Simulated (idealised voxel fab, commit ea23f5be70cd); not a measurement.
process module | voxel self aligned contacts
cross-section cut | 270 nm wide | cells 5 nm
A cross-section is a grid of square cells, given in bands from the top down. A band is one or more rows of cells.
Each band's line starts with the height of the band's top and of its bottom, in nm. Then come its materials from left to right, each with its width in nm. One material with "throughout" fills the band from edge to edge. "air" is empty space.
Height 0 is the level under which the wafer as received is all one material. The lowest band goes on downwards, as in "0 down".
A width such as "30 to 40" changes by the same amount from each row of cells to the next, from the band's top row to its bottom row.
"no change" after a step means that no cell of the cross-section changed.
closed voids: empty space of 8 cells or more with no open way to the top, each as width x height at its distance from the left edge, in nm
after a step's settings: what the simulator itself notes on the step
overlay nm, on a step with a mask: how far to the right of its planned place the mask lay; to the left if negative
plan
1 op RECEIVE | material Si
2 op OXIDIZE | depth nm 5
3 op DIRECTIONAL_DEP | material polySi | thk nm 20
4 op DIRECTIONAL_DEP | material SiN | thk nm 25
5 op PATTERN | tone cover | mask id GATE | material resist | width nm 35 | pitch nm 75 | thk nm 15 | overlay nm 0
6 op DIRECTIONAL_ETCH | etch materials SiN | depth nm 25
7 op DIRECTIONAL_ETCH | etch materials polySi | depth nm 20
8 op STRIP | etch materials resist
9 op CONFORMAL_DEP | material SiN | thk nm 10
10 op DIRECTIONAL_ETCH | etch materials SiN | depth nm 10
11 op FILL_DEP | material SiO2 | thk nm 20
12 op CMP | height nm 55
13 op MASKED_ETCH | tone open | mask id CONTACT | width nm 50 | etch materials SiO2 | depth nm 60 | overlay nm 0
14 op CONFORMAL_DEP | material TiN | thk nm 5
15 op FILL_DEP | material Ru | thk nm 5
16 op CMP | height nm 55
17 op CONFORMAL_DEP | material SiCN | thk nm 5
as received, after step 1
  0 down: Si throughout
  closed voids: none
a wafer at the end: this start, this plan, one mistake
  60 to 55: SiCN throughout
  55 to 45: SiO2 110 | TiN 5 to 20 | Ru 40 to 10 | TiN 5 to 20 | SiO2 110
  45 to 20: SiO2 70 | SiN 55 | TiN 5 | Ru 10 | TiN 5 | SiN 55 | SiO2 70
  20 to 15: SiO2 125 | TiN 20 | SiO2 125
  15 to 0: polySi throughout
  0 down: Si throughout
  closed voids: none
what went wrong: steps 2 and 3 were swapped
